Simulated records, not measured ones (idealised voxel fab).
The following is a process module called voxel self aligned vias.
Cross-section cut: width 145 nm, square cells of 5 nm.
Notation: cross-section as square-cell grid; stated in bands, top first, going down; one or more cell rows per band. Top, bottom (nm), then materials left to right with widths (nm); lone material tagged "edge to edge" fills the whole band edge to edge; "empty" = empty space. Height reference: 0 = level under which incoming wafer is all one material. Lowest band: no bottom, runs on downward, e.g. "0 and below". A width such as "30..40" changes by the same amount from each row of cells to the next, from the band's top row to its bottom row. You'll sometimes find "stayed the same" written for a step, and that's the way of saying that nowhere in the cross-section did a cell change during that step. "Closed void inventory" - sealed voids, min. 8 cells, no opening to top; format: width x height at distance (distance from left edge; nm throughout). Where a step's line continues beyond its settings, the continuation is a remark by the simulator itself on that step. You can add "overlay nm" to a step's line. For a step with a mask, it describes how far the mask lay to the right of its planned position, and a negative number describes a lay to the left.

## Below is the list of planned process steps
- 1: RECEIVE [material Si]
- 2: CONFORMAL_DEP [material SiO2] [thk nm 15]
- 3: CONFORMAL_DEP [material SiCN] [thk nm 5]
- 4: DIRECTIONAL_DEP [material SiO2] [thk nm 20]
- 5: PATTERN [tone open] [mask id LINES] [material resist] [width nm 20] [pitch nm 50] [thk nm 20] [overlay nm 0]
- 6: DIRECTIONAL_ETCH [etch materials SiO2] [depth nm 20]
- 7: STRIP [etch materials resist]
- 8: CONFORMAL_DEP [material TiN] [thk nm 5]
- 9: FILL_DEP [material Ru] [thk nm 10]
- 10: CMP [height nm 40]
- 11: SELECTIVE_ETCH [etch materials W Ru TiN] [depth nm 5]
- 12: FILL_DEP [material SiN] [thk nm 5]
- 13: CMP [height nm 40]
- 14: DIRECTIONAL_DEP [material SiO2] [thk nm 15]
- 15: PATTERN [tone open] [mask id VIAS] [material resist] [width nm 30] [pitch nm 50] [thk nm 20] [overlay nm 0]
- 16: DIRECTIONAL_ETCH [etch materials SiO2] [depth nm 15]
- 17: DIRECTIONAL_ETCH [etch materials SiN] [depth nm 5]
- 18: STRIP [etch materials resist]
- 19: CONFORMAL_DEP [material TiN] [thk nm 5]
- 20: FILL_DEP [material W] [thk nm 10]
- 21: CMP [height nm 55]
- 22: CONFORMAL_DEP [material SiCN] [thk nm 5]

## Step 1 complete: cross-section of the wafer as received
  0 and below | Si edge to edge
  Closed void inventory: none

## Cross-section, first of two wafers, end of module, run as planned
  60 down to 55 | SiCN edge to edge
  55 down to 45 | SiO2 30; TiN 5; W 20; TiN 5; SiO2 20; TiN 5; W 20; TiN 5; SiO2 35
  45 down to 40 | SiO2 30; TiN 10; W 10; TiN 10; SiO2 20; TiN 10; W 10; TiN 10; SiO2 35
  40 down to 35 | SiO2 35; TiN 20; SiO2 30; TiN 20; SiO2 40
  35 down to 25 | SiO2 35; TiN 5; Ru 10; TiN 5; SiO2 30; TiN 5; Ru 10; TiN 5; SiO2 40
  25 down to 20 | SiO2 35; TiN 20; SiO2 30; TiN 20; SiO2 40
  20 down to 15 | SiCN edge to edge
  15 down to 0 | SiO2 edge to edge
  0 and below | Si edge to edge
  Closed void inventory: none

## Second wafer of the two, sectioned at the end of the module. It began like the first and followed the same plan, but one mistake was made while running it
  60 down to 55 | SiCN edge to edge
  55 down to 45 | SiO2 30; TiN 5; W 20; TiN 5; SiO2 20; TiN 5; W 20; TiN 5; SiO2 35
  45 down to 40 | SiO2 30; TiN 30; SiO2 20; TiN 30; SiO2 35
  40 down to 35 | SiN 30; TiN 5; SiO2 20; TiN 5; SiN 20; TiN 5; SiO2 20; TiN 5; SiN 35
  35 down to 25 | Ru 30; TiN 5; SiO2 20; TiN 5; Ru 20; TiN 5; SiO2 20; TiN 5; Ru 35
  25 down to 20 | TiN 35; SiO2 20; TiN 30; SiO2 20; TiN 40
  20 down to 15 | SiCN edge to edge
  15 down to 0 | SiO2 edge to edge
  0 and below | Si edge to edge
  Closed void inventory: none
The mistake made against the process plan was this: step 5 ran differently from the plan; actual operation with settings: PATTERN [tone cover] [mask id LINES] [material resist] [width nm 20] [pitch nm 50] [thk nm 20] [overlay nm 0]
Bottom line after processing is that, in cells, the second wafer is up or down on some materials versus the first: Ru: 26 more, SiN: 17 more, SiO2: 52 fewer, TiN: 13 more, W: 4 fewer
